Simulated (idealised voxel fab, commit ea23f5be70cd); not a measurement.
Herein follows the process module entitled voxel gate over fins.
Pictured: cross-section cut, 180 nm wide, on a grid of 5 nm square cells.
Square cells in a grid make up a cross-section in this document, and the grid is given as bands, listed from the top down, each one or more rows of cells. The entry gives the band's vertical extent as a top height and a bottom height in nm, then its horizontal make-up as materials from left to right, each with a width in nm. "blank" stands for empty space; a single material marked "everywhere" fills the band edge to edge. Zero point of the height axis is 0; under it, received wafer = one material. Lowest band: continues down indefinitely, "z 0 and below". When a width is written as two numbers, as in "30 to 40", the first number is the width in the top row of cells of the band and the second is the width in its bottom row, and the width changes by the same amount from each row to the next. "no change" -> step changed no cross-section cell. "Closed internal cavities" - sealed voids, min. 8 cells, no opening to top; format: width x height at distance (distance from left edge; nm throughout). The remark found on a step's line after its settings is issued by the simulator itself and pertains to that step. The line of a step may include "overlay nm". On a step with a mask, this value is how far to the right of its planned place the mask lay. A negative value means the mask lay to the left. Quick note on how to read the rest: it's all pairs. You get the cross-section before a process step and the one after, but the after one only goes down as far as the lowest band that changed. The step in between, with its settings, sits under the pair. Heads up, the pairs can come from different runs of this module on the same starting wafer, so don't assume a pair picks up from the one above unless its "Geometry before processing" entry says it does.

## Geometry before processing
	z 0 and below  Si everywhere
	Closed internal cavities: none

## Sectional Result
	z 10 to 0  SiN everywhere
	No changes below 0.
	Closed internal cavities: none
Step that separates the before view from the after view above: CONFORMAL_DEP,material SiN,thk nm 10

Geometry before processing: the state before this step is the cross-section shown after the step in the pair just above.

## Sectional Result
	z 20 to 10  aC everywhere
	No changes below 10.
	Closed internal cavities: none
Step that separates the before view from the after view above: DIRECTIONAL_DEP,material aC,thk nm 10

Geometry before processing: the state before this step is the cross-section shown after the step in the pair just above.

## Sectional Result
	z 45 to 20  20 of blank; 15 of resist; 25 of blank; 15 of resist; 25 of blank; 15 of resist; 25 of blank; 15 of resist; 25 of blank
	No changes below 20.
	Closed internal cavities: none
Step that separates the before view from the after view above: PATTERN,tone cover,mask id FINS,material resist,width nm 15,pitch nm 40,thk nm 25,overlay nm 0

Geometry before processing: the state before this step is the cross-section shown after the step in the pair just above.

## Sectional Result
	z 35 to 20  20 of blank; 15 of resist; 25 of blank; 15 of resist; 25 of blank; 15 of resist; 25 of blank; 15 of resist; 25 of blank
	z 20 to 10  20 of blank; 15 of aC; 25 of blank; 15 of aC; 25 of blank; 15 of aC; 25 of blank; 15 of aC; 25 of blank
	No changes below 10.
	Closed internal cavities: none
Step that separates the before view from the after view above: DIRECTIONAL_ETCH,etch materials aC,depth nm 10

Geometry before processing: the state before this step is the cross-section shown after the step in the pair just above.

## Sectional Result
	z 20 to 10  20 of blank; 15 of aC; 25 of blank; 15 of aC; 25 of blank; 15 of aC; 25 of blank; 15 of aC; 25 of blank
	No changes below 10.
	Closed internal cavities: none
Step that separates the before view from the after view above: STRIP,etch materials resist

Geometry before processing: the state before this step is the cross-section shown after the step in the pair just above.

## Sectional Result
	z 20 to 10  20 of blank; 15 of aC; 25 of blank; 15 of aC; 25 of blank; 15 of aC; 25 of blank; 15 of aC; 25 of blank
	z 10 to 0  20 of blank; 15 of SiN; 25 of blank; 15 of SiN; 25 of blank; 15 of SiN; 25 of blank; 15 of SiN; 25 of blank
	No changes below 0.
	Closed internal cavities: none
Step that separates the before view from the after view above: DIRECTIONAL_ETCH,etch materials SiN,depth nm 10

Geometry before processing: the state before this step is the cross-section shown after the step in the pair just above.

## Sectional Result
	z 20 to 10  20 of blank; 15 of aC; 25 of blank; 15 of aC; 25 of blank; 15 of aC; 25 of blank; 15 of aC; 25 of blank
	z 10 to 0  20 of blank; 15 of SiN; 25 of blank; 15 of SiN; 25 of blank; 15 of SiN; 25 of blank; 15 of SiN; 25 of blank
	z 0 to -30  20 of blank; 15 of Si; 25 of blank; 15 of Si; 25 of blank; 15 of Si; 25 of blank; 15 of Si; 25 of blank
	No changes below -30.
	Closed internal cavities: none
Step that separates the before view from the after view above: DIRECTIONAL_ETCH,etch materials Si,depth nm 30

Geometry before processing: the state before this step is the cross-section shown after the step in the pair just above.

## Sectional Result
	z 10 to 0  20 of blank; 15 of SiN; 25 of blank; 15 of SiN; 25 of blank; 15 of SiN; 25 of blank; 15 of SiN; 25 of blank
	No changes below 0.
	Closed internal cavities: none
Step that separates the before view from the after view above: STRIP,etch materials aC

Geometry before processing: the state before this step is the cross-section shown after the step in the pair just above.

## Sectional Result
	z 10 to 0  20 of blank; 15 of SiN; 25 of blank; 15 of SiN; 25 of blank; 15 of SiN; 25 of blank; 15 of SiN; 25 of blank
	z 0 to -30  20 of blank; 5 of SiO2; 5 of Si; 5 of SiO2; 25 of blank; 5 of SiO2; 5 of Si; 5 of SiO2; 25 of blank; 5 of SiO2; 5 of Si; 5 of SiO2; 25 of blank; 5 of SiO2; 5 of Si; 5 of SiO2; 25 of blank
	z -30 to -35  25 of SiO2; 5 of Si; 35 of SiO2; 5 of Si; 35 of SiO2; 5 of Si; 35 of SiO2; 5 of Si; 30 of SiO2
	No changes below -35.
	Closed internal cavities: none
Step that separates the before view from the after view above: OXIDIZE,depth nm 5

Geometry before processing: the state before this step is the cross-section shown after the step in the pair just above.

## Sectional Result
	z 25 to 10  SiO2 everywhere
	z 10 to 0  20 of SiO2; 15 of SiN; 25 of SiO2; 15 of SiN; 25 of SiO2; 15 of SiN; 25 of SiO2; 15 of SiN; 25 of SiO2
	z 0 to -35  25 of SiO2; 5 of Si; 35 of SiO2; 5 of Si; 35 of SiO2; 5 of Si; 35 of SiO2; 5 of Si; 30 of SiO2
	No changes below -35.
	Closed internal cavities: none
Step that separates the before view from the after view above: FILL_DEP,material SiO2,thk nm 15

Geometry before processing: the state before this step is the cross-section shown after the step in the pair just above.

## Sectional Result
	z 10 to 0  20 of SiO2; 15 of SiN; 25 of SiO2; 15 of SiN; 25 of SiO2; 15 of SiN; 25 of SiO2; 15 of SiN; 25 of SiO2
	No changes below 0.
	Closed internal cavities: none
Step that separates the before view from the after view above: CMP,height nm 10

Geometry before processing: the state before this step is the cross-section shown after the step in the pair just above.

## Sectional Result
	z 10 to 0  20 of blank; 15 of SiN; 25 of blank; 15 of SiN; 25 of blank; 15 of SiN; 25 of blank; 15 of SiN; 25 of blank
	z 0 to -15  25 of blank; 5 of Si; 35 of blank; 5 of Si; 35 of blank; 5 of Si; 35 of blank; 5 of Si; 30 of blank
	No changes below -15.
	Closed internal cavities: none
Step that separates the before view from the after view above: SELECTIVE_ETCH,etch materials SiO2,depth nm 25

Geometry before processing: the state before this step is the cross-section shown after the step in the pair just above.

## Sectional Result
	z 0 to -15  25 of blank; 5 of Si; 35 of blank; 5 of Si; 35 of blank; 5 of Si; 35 of blank; 5 of Si; 30 of blank
	No changes below -15.
	Closed internal cavities: none
Step that separates the before view from the after view above: STRIP,etch materials SiN

Geometry before processing: the state before this step is the cross-section shown after the step in the pair just above.

## Sectional Result
	z 5 to 0  20 of blank; 15 of HfO2; 25 of blank; 15 of HfO2; 25 of blank; 15 of HfO2; 25 of blank; 15 of HfO2; 25 of blank
	z 0 to -10  20 of blank; 5 of HfO2; 5 of Si; 5 of HfO2; 25 of blank; 5 of HfO2; 5 of Si; 5 of HfO2; 25 of blank; 5 of HfO2; 5 of Si; 5 of HfO2; 25 of blank; 5 of HfO2; 5 of Si; 5 of HfO2; 25 of blank
	z -10 to -15  25 of HfO2; 5 of Si; 35 of HfO2; 5 of Si; 35 of HfO2; 5 of Si; 35 of HfO2; 5 of Si; 30 of HfO2
	No changes below -15.
	Closed internal cavities: none
Step that separates the before view from the after view above: CONFORMAL_DEP,material HfO2,thk nm 5

Geometry before processing: the state before this step is the cross-section shown after the step in the pair just above.

## Sectional Result
	z 10 to 5  15 of blank; 25 of TiN; 15 of blank; 25 of TiN; 15 of blank; 25 of TiN; 15 of blank; 25 of TiN; 20 of blank
	z 5 to 0  15 of blank; 5 of TiN; 15 of HfO2; 5 of TiN; 15 of blank; 5 of TiN; 15 of HfO2; 5 of TiN; 15 of blank; 5 of TiN; 15 of HfO2; 5 of TiN; 15 of blank; 5 of TiN; 15 of HfO2; 5 of TiN; 20 of blank
	z 0 to -5  15 of blank; 5 of TiN; 5 of HfO2; 5 of Si; 5 of HfO2; 5 of TiN; 15 of blank; 5 of TiN; 5 of HfO2; 5 of Si; 5 of HfO2; 5 of TiN; 15 of blank; 5 of TiN; 5 of HfO2; 5 of Si; 5 of HfO2; 5 of TiN; 15 of blank; 5 of TiN; 5 of HfO2; 5 of Si; 5 of HfO2; 5 of TiN; 20 of blank
	z -5 to -10  20 of TiN; 5 of HfO2; 5 of Si; 5 of HfO2; 25 of TiN; 5 of HfO2; 5 of Si; 5 of HfO2; 25 of TiN; 5 of HfO2; 5 of Si; 5 of HfO2; 25 of TiN; 5 of HfO2; 5 of Si; 5 of HfO2; 25 of TiN
	No changes below -10.
	Closed internal cavities: none
Step that separates the before view from the after view above: CONFORMAL_DEP,material TiN,thk nm 5

Geometry before processing: the state before this step is the cross-section shown after the step in the pair just above.

## Sectional Result
	z 20 to 10  W everywhere
	z 10 to 5  15 of W; 25 of TiN; 15 of W; 25 of TiN; 15 of W; 25 of TiN; 15 of W; 25 of TiN; 20 of W
	z 5 to 0  15 of W; 5 of TiN; 15 of HfO2; 5 of TiN; 15 of W; 5 of TiN; 15 of HfO2; 5 of TiN; 15 of W; 5 of TiN; 15 of HfO2; 5 of TiN; 15 of W; 5 of TiN; 15 of HfO2; 5 of TiN; 20 of W
	z 0 to -5  15 of W; 5 of TiN; 5 of HfO2; 5 of Si; 5 of HfO2; 5 of TiN; 15 of W; 5 of TiN; 5 of HfO2; 5 of Si; 5 of HfO2; 5 of TiN; 15 of W; 5 of TiN; 5 of HfO2; 5 of Si; 5 of HfO2; 5 of TiN; 15 of W; 5 of TiN; 5 of HfO2; 5 of Si; 5 of HfO2; 5 of TiN; 20 of W
	No changes below -5.
	Closed internal cavities: none
Step that separates the before view from the after view above: FILL_DEP,material W,thk nm 10

Geometry before processing: the state before this step is the cross-section shown after the step in the pair just above.

## Sectional Result
	z 15 to 10  W everywhere
	No changes below 10.
	Closed internal cavities: none
Step that separates the before view from the after view above: CMP,height nm 15

Geometry before processing: the state before this step is the cross-section shown after the step in the pair just above.

## Sectional Result
	z 25 to 15  SiCN everywhere
	No changes below 15.
	Closed internal cavities: none
Step that separates the before view from the after view above: CONFORMAL_DEP,material SiCN,thk nm 10

## Geometry before processing
	z 0 to -15  25 of blank; 5 of Si; 35 of blank; 5 of Si; 35 of blank; 5 of Si; 35 of blank; 5 of Si; 30 of blank
	z -15 to -35  25 of SiO2; 5 of Si; 35 of SiO2; 5 of Si; 35 of SiO2; 5 of Si; 35 of SiO2; 5 of Si; 30 of SiO2
	z -35 and below  Si everywhere
	Closed internal cavities: none

## Sectional Result
	z 5 to 0  20 of blank; 15 of TiN; 25 of blank; 15 of TiN; 25 of blank; 15 of TiN; 25 of blank; 15 of TiN; 25 of blank
	z 0 to -10  20 of blank; 5 of TiN; 5 of Si; 5 of TiN; 25 of blank; 5 of TiN; 5 of Si; 5 of TiN; 25 of blank; 5 of TiN; 5 of Si; 5 of TiN; 25 of blank; 5 of TiN; 5 of Si; 5 of TiN; 25 of blank
	z -10 to -15  25 of TiN; 5 of Si; 35 of TiN; 5 of Si; 35 of TiN; 5 of Si; 35 of TiN; 5 of Si; 30 of TiN
	No changes below -15.
	Closed internal cavities: none
Step that separates the before view from the after view above: CONFORMAL_DEP,material TiN,thk nm 5

Geometry before processing: the state before this step is the cross-section shown after the step in the pair just above.

## Sectional Result
	z 15 to 5  W everywhere
	z 5 to 0  20 of W; 15 of TiN; 25 of W; 15 of TiN; 25 of W; 15 of TiN; 25 of W; 15 of TiN; 25 of W
	z 0 to -10  20 of W; 5 of TiN; 5 of Si; 5 of TiN; 25 of W; 5 of TiN; 5 of Si; 5 of TiN; 25 of W; 5 of TiN; 5 of Si; 5 of TiN; 25 of W; 5 of TiN; 5 of Si; 5 of TiN; 25 of W
	No changes below -10.
	Closed internal cavities: none
Step that separates the before view from the after view above: FILL_DEP,material W,thk nm 10

Geometry before processing: the state before this step is the cross-section shown after the step in the pair just above.

## Sectional Result
	z 25 to 15  SiCN everywhere
	No changes below 15.
	Closed internal cavities: none
Step that separates the before view from the after view above: CONFORMAL_DEP,material SiCN,thk nm 10

## Geometry before processing
	z 10 to 0  20 of blank; 15 of SiN; 25 of blank; 15 of SiN; 25 of blank; 15 of SiN; 25 of blank; 15 of SiN; 25 of blank
	z 0 to -15  25 of blank; 5 of Si; 35 of blank; 5 of Si; 35 of blank; 5 of Si; 35 of blank; 5 of Si; 30 of blank
	z -15 to -35  25 of SiO2; 5 of Si; 35 of SiO2; 5 of Si; 35 of SiO2; 5 of Si; 35 of SiO2; 5 of Si; 30 of SiO2
	z -35 and below  Si everywhere
	Closed internal cavities: none

## Sectional Result
	z 10 to 0  20 of blank; 15 of SiN; 25 of blank; 15 of SiN; 25 of blank; 15 of SiN; 25 of blank; 15 of SiN; 25 of blank
	z 0 to -35  25 of blank; 5 of Si; 35 of blank; 5 of Si; 35 of blank; 5 of Si; 35 of blank; 5 of Si; 30 of blank
	No changes below -35.
	Closed internal cavities: none
Step that separates the before view from the after view above: SELECTIVE_ETCH,etch materials SiO2,depth nm 25

Geometry before processing: the state before this step is the cross-section shown after the step in the pair just above.

## Sectional Result
	z 0 to -35  25 of blank; 5 of Si; 35 of blank; 5 of Si; 35 of blank; 5 of Si; 35 of blank; 5 of Si; 30 of blank
	No changes below -35.
	Closed internal cavities: none
Step that separates the before view from the after view above: STRIP,etch materials SiN

Geometry before processing: the state before this step is the cross-section shown after the step in the pair just above.

## Sectional Result
	z 5 to 0  20 of blank; 15 of HfO2; 25 of blank; 15 of HfO2; 25 of blank; 15 of HfO2; 25 of blank; 15 of HfO2; 25 of blank
	z 0 to -30  20 of blank; 5 of HfO2; 5 of Si; 5 of HfO2; 25 of blank; 5 of HfO2; 5 of Si; 5 of HfO2; 25 of blank; 5 of HfO2; 5 of Si; 5 of HfO2; 25 of blank; 5 of HfO2; 5 of Si; 5 of HfO2; 25 of blank
	z -30 to -35  25 of HfO2; 5 of Si; 35 of HfO2; 5 of Si; 35 of HfO2; 5 of Si; 35 of HfO2; 5 of Si; 30 of HfO2
	No changes below -35.
	Closed internal cavities: none
Step that separates the before view from the after view above: CONFORMAL_DEP,material HfO2,thk nm 5

Geometry before processing: the state before this step is the cross-section shown after the step in the pair just above.

## Sectional Result
	z 10 to 5  15 of blank; 25 of TiN; 15 of blank; 25 of TiN; 15 of blank; 25 of TiN; 15 of blank; 25 of TiN; 20 of blank
	z 5 to 0  15 of blank; 5 of TiN; 15 of HfO2; 5 of TiN; 15 of blank; 5 of TiN; 15 of HfO2; 5 of TiN; 15 of blank; 5 of TiN; 15 of HfO2; 5 of TiN; 15 of blank; 5 of TiN; 15 of HfO2; 5 of TiN; 20 of blank
	z 0 to -25  15 of blank; 5 of TiN; 5 of HfO2; 5 of Si; 5 of HfO2; 5 of TiN; 15 of blank; 5 of TiN; 5 of HfO2; 5 of Si; 5 of HfO2; 5 of TiN; 15 of blank; 5 of TiN; 5 of HfO2; 5 of Si; 5 of HfO2; 5 of TiN; 15 of blank; 5 of TiN; 5 of HfO2; 5 of Si; 5 of HfO2; 5 of TiN; 20 of blank
	z -25 to -30  20 of TiN; 5 of HfO2; 5 of Si; 5 of HfO2; 25 of TiN; 5 of HfO2; 5 of Si; 5 of HfO2; 25 of TiN; 5 of HfO2; 5 of Si; 5 of HfO2; 25 of TiN; 5 of HfO2; 5 of Si; 5 of HfO2; 25 of TiN
	No changes below -30.
	Closed internal cavities: none
Step that separates the before view from the after view above: CONFORMAL_DEP,material TiN,thk nm 5

Geometry before processing: the state before this step is the cross-section shown after the step in the pair just above.

## Sectional Result
	z 20 to 10  W everywhere
	z 10 to 5  15 of W; 25 of TiN; 15 of W; 25 of TiN; 15 of W; 25 of TiN; 15 of W; 25 of TiN; 20 of W
	z 5 to 0  15 of W; 5 of TiN; 15 of HfO2; 5 of TiN; 15 of W; 5 of TiN; 15 of HfO2; 5 of TiN; 15 of W; 5 of TiN; 15 of HfO2; 5 of TiN; 15 of W; 5 of TiN; 15 of HfO2; 5 of TiN; 20 of W
	z 0 to -25  15 of W; 5 of TiN; 5 of HfO2; 5 of Si; 5 of HfO2; 5 of TiN; 15 of W; 5 of TiN; 5 of HfO2; 5 of Si; 5 of HfO2; 5 of TiN; 15 of W; 5 of TiN; 5 of HfO2; 5 of Si; 5 of HfO2; 5 of TiN; 15 of W; 5 of TiN; 5 of HfO2; 5 of Si; 5 of HfO2; 5 of TiN; 20 of W
	No changes below -25.
	Closed internal cavities: none
Step that separates the before view from the after view above: FILL_DEP,material W,thk nm 10

Geometry before processing: the state before this step is the cross-section shown after the step in the pair just above.

## Sectional Result
	z 15 to 10  W everywhere
	No changes below 10.
	Closed internal cavities: none
Step that separates the before view from the after view above: CMP,height nm 15

Geometry before processing: the state before this step is the cross-section shown after the step in the pair just above.

## Sectional Result
	z 25 to 15  SiCN everywhere
	No changes below 15.
	Closed internal cavities: none
Step that separates the before view from the after view above: CONFORMAL_DEP,material SiCN,thk nm 10

## Geometry before processing
	z 5 to 0  20 of blank; 15 of TiN; 25 of blank; 15 of TiN; 25 of blank; 15 of TiN; 25 of blank; 15 of TiN; 25 of blank
	z 0 to -10  20 of blank; 5 of TiN; 5 of Si; 5 of TiN; 25 of blank; 5 of TiN; 5 of Si; 5 of TiN; 25 of blank; 5 of TiN; 5 of Si; 5 of TiN; 25 of blank; 5 of TiN; 5 of Si; 5 of TiN; 25 of blank
	z -10 to -15  25 of TiN; 5 of Si; 35 of TiN; 5 of Si; 35 of TiN; 5 of Si; 35 of TiN; 5 of Si; 30 of TiN
	z -15 to -35  25 of SiO2; 5 of Si; 35 of SiO2; 5 of Si; 35 of SiO2; 5 of Si; 35 of SiO2; 5 of Si; 30 of SiO2
	z -35 and below  Si everywhere
	Closed internal cavities: none

## Sectional Result
	z 10 to 5  15 of blank; 25 of HfO2; 15 of blank; 25 of HfO2; 15 of blank; 25 of HfO2; 15 of blank; 25 of HfO2; 20 of blank
	z 5 to 0  15 of blank; 5 of HfO2; 15 of TiN; 5 of HfO2; 15 of blank; 5 of HfO2; 15 of TiN; 5 of HfO2; 15 of blank; 5 of HfO2; 15 of TiN; 5 of HfO2; 15 of blank; 5 of HfO2; 15 of TiN; 5 of HfO2; 20 of blank
	z 0 to -5  15 of blank; 5 of HfO2; 5 of TiN; 5 of Si; 5 of TiN; 5 of HfO2; 15 of blank; 5 of HfO2; 5 of TiN; 5 of Si; 5 of TiN; 5 of HfO2; 15 of blank; 5 of HfO2; 5 of TiN; 5 of Si; 5 of TiN; 5 of HfO2; 15 of blank; 5 of HfO2; 5 of TiN; 5 of Si; 5 of TiN; 5 of HfO2; 20 of blank
	z -5 to -10  20 of HfO2; 5 of TiN; 5 of Si; 5 of TiN; 25 of HfO2; 5 of TiN; 5 of Si; 5 of TiN; 25 of HfO2; 5 of TiN; 5 of Si; 5 of TiN; 25 of HfO2; 5 of TiN; 5 of Si; 5 of TiN; 25 of HfO2
	No changes below -10.
	Closed internal cavities: none
Step that separates the before view from the after view above: CONFORMAL_DEP,material HfO2,thk nm 5

Geometry before processing: the state before this step is the cross-section shown after the step in the pair just above.

## Sectional Result
	z 20 to 10  W everywhere
	z 10 to 5  15 of W; 25 of HfO2; 15 of W; 25 of HfO2; 15 of W; 25 of HfO2; 15 of W; 25 of HfO2; 20 of W
	z 5 to 0  15 of W; 5 of HfO2; 15 of TiN; 5 of HfO2; 15 of W; 5 of HfO2; 15 of TiN; 5 of HfO2; 15 of W; 5 of HfO2; 15 of TiN; 5 of HfO2; 15 of W; 5 of HfO2; 15 of TiN; 5 of HfO2; 20 of W
	z 0 to -5  15 of W; 5 of HfO2; 5 of TiN; 5 of Si; 5 of TiN; 5 of HfO2; 15 of W; 5 of HfO2; 5 of TiN; 5 of Si; 5 of TiN; 5 of HfO2; 15 of W; 5 of HfO2; 5 of TiN; 5 of Si; 5 of TiN; 5 of HfO2; 15 of W; 5 of HfO2; 5 of TiN; 5 of Si; 5 of TiN; 5 of HfO2; 20 of W
	No changes below -5.
	Closed internal cavities: none
Step that separates the before view from the after view above: FILL_DEP,material W,thk nm 10

Geometry before processing: the state before this step is the cross-section shown after the step in the pair just above.

## Sectional Result
	z 15 to 10  W everywhere
	No changes below 10.
	Closed internal cavities: none
Step that separates the before view from the after view above: CMP,height nm 15

Geometry before processing: the state before this step is the cross-section shown after the step in the pair just above.

## Sectional Result
	z 25 to 15  SiCN everywhere
	No changes below 15.
	Closed internal cavities: none
Step that separates the before view from the after view above: CONFORMAL_DEP,material SiCN,thk nm 10

## Geometry before processing
	z 5 to 0  20 of blank; 15 of HfO2; 25 of blank; 15 of HfO2; 25 of blank; 15 of HfO2; 25 of blank; 15 of HfO2; 25 of blank
	z 0 to -10  20 of blank; 5 of HfO2; 5 of Si; 5 of HfO2; 25 of blank; 5 of HfO2; 5 of Si; 5 of HfO2; 25 of blank; 5 of HfO2; 5 of Si; 5 of HfO2; 25 of blank; 5 of HfO2; 5 of Si; 5 of HfO2; 25 of blank
	z -10 to -15  25 of HfO2; 5 of Si; 35 of HfO2; 5 of Si; 35 of HfO2; 5 of Si; 35 of HfO2; 5 of Si; 30 of HfO2
	z -15 to -35  25 of SiO2; 5 of Si; 35 of SiO2; 5 of Si; 35 of SiO2; 5 of Si; 35 of SiO2; 5 of Si; 30 of SiO2
	z -35 and below  Si everywhere
	Closed internal cavities: none

## Sectional Result
	z 20 to 5  5 of blank; 165 of TiN; 10 of blank
	z 5 to 0  20 of TiN; 15 of HfO2; 25 of TiN; 15 of HfO2; 25 of TiN; 15 of HfO2; 25 of TiN; 15 of HfO2; 25 of TiN
	z 0 to -10  20 of TiN; 5 of HfO2; 5 of Si; 5 of HfO2; 25 of TiN; 5 of HfO2; 5 of Si; 5 of HfO2; 25 of TiN; 5 of HfO2; 5 of Si; 5 of HfO2; 25 of TiN; 5 of HfO2; 5 of Si; 5 of HfO2; 25 of TiN
	No changes below -10.
	Closed internal cavities: none
Step that separates the before view from the after view above: CONFORMAL_DEP,material TiN,thk nm 15

Geometry before processing: the state before this step is the cross-section shown after the step in the pair just above.

## Sectional Result
	z 30 to 20  W everywhere
	z 20 to 5  5 of W; 165 of TiN; 10 of W
	No changes below 5.
	Closed internal cavities: none
Step that separates the before view from the after view above: FILL_DEP,material W,thk nm 10

Geometry before processing: the state before this step is the cross-section shown after the step in the pair just above.

## Sectional Result
	z 15 to 5  5 of W; 165 of TiN; 10 of W
	No changes below 5.
	Closed internal cavities: none
Step that separates the before view from the after view above: CMP,height nm 15

Geometry before processing: the state before this step is the cross-section shown after the step in the pair just above.

## Sectional Result
	z 25 to 15  SiCN everywhere
	No changes below 15.
	Closed internal cavities: none
Step that separates the before view from the after view above: CONFORMAL_DEP,material SiCN,thk nm 10

## Geometry before processing
	z 20 to 10  aC everywhere
	z 10 to 0  SiN everywhere
	z 0 and below  Si everywhere
	Closed internal cavities: none

## Sectional Result
	z 45 to 20  15 of blank; 25 of resist; 15 of blank; 25 of resist; 15 of blank; 25 of resist; 15 of blank; 25 of resist; 20 of blank
	No changes below 20.
	Closed internal cavities: none
Step that separates the before view from the after view above: PATTERN,tone cover,mask id FINS,material resist,width nm 25,pitch nm 40,thk nm 25,overlay nm 0

Geometry before processing: the state before this step is the cross-section shown after the step in the pair just above.

## Sectional Result
	z 35 to 20  15 of blank; 25 of resist; 15 of blank; 25 of resist; 15 of blank; 25 of resist; 15 of blank; 25 of resist; 20 of blank
	z 20 to 10  15 of blank; 25 of aC; 15 of blank; 25 of aC; 15 of blank; 25 of aC; 15 of blank; 25 of aC; 20 of blank
	No changes below 10.
	Closed internal cavities: none
Step that separates the before view from the after view above: DIRECTIONAL_ETCH,etch materials aC,depth nm 10

Geometry before processing: the state before this step is the cross-section shown after the step in the pair just above.

## Sectional Result
	z 20 to 10  15 of blank; 25 of aC; 15 of blank; 25 of aC; 15 of blank; 25 of aC; 15 of blank; 25 of aC; 20 of blank
	No changes below 10.
	Closed internal cavities: none
Step that separates the before view from the after view above: STRIP,etch materials resist

Geometry before processing: the state before this step is the cross-section shown after the step in the pair just above.

## Sectional Result
	z 20 to 10  15 of blank; 25 of aC; 15 of blank; 25 of aC; 15 of blank; 25 of aC; 15 of blank; 25 of aC; 20 of blank
	z 10 to 0  15 of blank; 25 of SiN; 15 of blank; 25 of SiN; 15 of blank; 25 of SiN; 15 of blank; 25 of SiN; 20 of blank
	No changes below 0.
	Closed internal cavities: none
Step that separates the before view from the after view above: DIRECTIONAL_ETCH,etch materials SiN,depth nm 10

Geometry before processing: the state before this step is the cross-section shown after the step in the pair just above.

## Sectional Result
	z 20 to 10  15 of blank; 25 of aC; 15 of blank; 25 of aC; 15 of blank; 25 of aC; 15 of blank; 25 of aC; 20 of blank
	z 10 to 0  15 of blank; 25 of SiN; 15 of blank; 25 of SiN; 15 of blank; 25 of SiN; 15 of blank; 25 of SiN; 20 of blank
	z 0 to -30  15 of blank; 25 of Si; 15 of blank; 25 of Si; 15 of blank; 25 of Si; 15 of blank; 25 of Si; 20 of blank
	No changes below -30.
	Closed internal cavities: none
Step that separates the before view from the after view above: DIRECTIONAL_ETCH,etch materials Si,depth nm 30

Geometry before processing: the state before this step is the cross-section shown after the step in the pair just above.

## Sectional Result
	z 10 to 0  15 of blank; 25 of SiN; 15 of blank; 25 of SiN; 15 of blank; 25 of SiN; 15 of blank; 25 of SiN; 20 of blank
	No changes below 0.
	Closed internal cavities: none
Step that separates the before view from the after view above: STRIP,etch materials aC

Geometry before processing: the state before this step is the cross-section shown after the step in the pair just above.

## Sectional Result
	z 10 to 0  15 of blank; 25 of SiN; 15 of blank; 25 of SiN; 15 of blank; 25 of SiN; 15 of blank; 25 of SiN; 20 of blank
	z 0 to -30  15 of blank; 5 of SiO2; 15 of Si; 5 of SiO2; 15 of blank; 5 of SiO2; 15 of Si; 5 of SiO2; 15 of blank; 5 of SiO2; 15 of Si; 5 of SiO2; 15 of blank; 5 of SiO2; 15 of Si; 5 of SiO2; 20 of blank
	z -30 to -35  20 of SiO2; 15 of Si; 25 of SiO2; 15 of Si; 25 of SiO2; 15 of Si; 25 of SiO2; 15 of Si; 25 of SiO2
	No changes below -35.
	Closed internal cavities: none
Step that separates the before view from the after view above: OXIDIZE,depth nm 5

Geometry before processing: the state before this step is the cross-section shown after the step in the pair just above.

## Sectional Result
	z 25 to 10  SiO2 everywhere
	z 10 to 0  15 of SiO2; 25 of SiN; 15 of SiO2; 25 of SiN; 15 of SiO2; 25 of SiN; 15 of SiO2; 25 of SiN; 20 of SiO2
	z 0 to -35  20 of SiO2; 15 of Si; 25 of SiO2; 15 of Si; 25 of SiO2; 15 of Si; 25 of SiO2; 15 of Si; 25 of SiO2
	No changes below -35.
	Closed internal cavities: none
Step that separates the before view from the after view above: FILL_DEP,material SiO2,thk nm 15

Geometry before processing: the state before this step is the cross-section shown after the step in the pair just above.

## Sectional Result
	z 10 to 0  15 of SiO2; 25 of SiN; 15 of SiO2; 25 of SiN; 15 of SiO2; 25 of SiN; 15 of SiO2; 25 of SiN; 20 of SiO2
	No changes below 0.
	Closed internal cavities: none
Step that separates the before view from the after view above: CMP,height nm 10

Geometry before processing: the state before this step is the cross-section shown after the step in the pair just above.

## Sectional Result
	z 10 to 0  15 of blank; 25 of SiN; 15 of blank; 25 of SiN; 15 of blank; 25 of SiN; 15 of blank; 25 of SiN; 20 of blank
	z 0 to -15  20 of blank; 15 of Si; 25 of blank; 15 of Si; 25 of blank; 15 of Si; 25 of blank; 15 of Si; 25 of blank
	No changes below -15.
	Closed internal cavities: none
Step that separates the before view from the after view above: SELECTIVE_ETCH,etch materials SiO2,depth nm 25

Geometry before processing: the state before this step is the cross-section shown after the step in the pair just above.

## Sectional Result
	z 0 to -15  20 of blank; 15 of Si; 25 of blank; 15 of Si; 25 of blank; 15 of Si; 25 of blank; 15 of Si; 25 of blank
	No changes below -15.
	Closed internal cavities: none
Step that separates the before view from the after view above: STRIP,etch materials SiN

Geometry before processing: the state before this step is the cross-section shown after the step in the pair just above.

## Sectional Result
	z 5 to 0  15 of blank; 25 of HfO2; 15 of blank; 25 of HfO2; 15 of blank; 25 of HfO2; 15 of blank; 25 of HfO2; 20 of blank
	z 0 to -10  15 of blank; 5 of HfO2; 15 of Si; 5 of HfO2; 15 of blank; 5 of HfO2; 15 of Si; 5 of HfO2; 15 of blank; 5 of HfO2; 15 of Si; 5 of HfO2; 15 of blank; 5 of HfO2; 15 of Si; 5 of HfO2; 20 of blank
	z -10 to -15  20 of HfO2; 15 of Si; 25 of HfO2; 15 of Si; 25 of HfO2; 15 of Si; 25 of HfO2; 15 of Si; 25 of HfO2
	No changes below -15.
	Closed internal cavities: none
Step that separates the before view from the after view above: CONFORMAL_DEP,material HfO2,thk nm 5

Geometry before processing: the state before this step is the cross-section shown after the step in the pair just above.

## Sectional Result
	z 10 to 5  10 of blank; 35 of TiN; 5 of blank; 35 of TiN; 5 of blank; 35 of TiN; 5 of blank; 35 of TiN; 15 of blank
	z 5 to 0  10 of blank; 5 of TiN; 25 of HfO2; 5 of TiN; 5 of blank; 5 of TiN; 25 of HfO2; 5 of TiN; 5 of blank; 5 of TiN; 25 of HfO2; 5 of TiN; 5 of blank; 5 of TiN; 25 of HfO2; 5 of TiN; 15 of blank
	z 0 to -5  10 of blank; 5 of TiN; 5 of HfO2; 15 of Si; 5 of HfO2; 5 of TiN; 5 of blank; 5 of TiN; 5 of HfO2; 15 of Si; 5 of HfO2; 5 of TiN; 5 of blank; 5 of TiN; 5 of HfO2; 15 of Si; 5 of HfO2; 5 of TiN; 5 of blank; 5 of TiN; 5 of HfO2; 15 of Si; 5 of HfO2; 5 of TiN; 15 of blank
	z -5 to -10  15 of TiN; 5 of HfO2; 15 of Si; 5 of HfO2; 15 of TiN; 5 of HfO2; 15 of Si; 5 of HfO2; 15 of TiN; 5 of HfO2; 15 of Si; 5 of HfO2; 15 of TiN; 5 of HfO2; 15 of Si; 5 of HfO2; 20 of TiN
	No changes below -10.
	Closed internal cavities: none
Step that separates the before view from the after view above: CONFORMAL_DEP,material TiN,thk nm 5
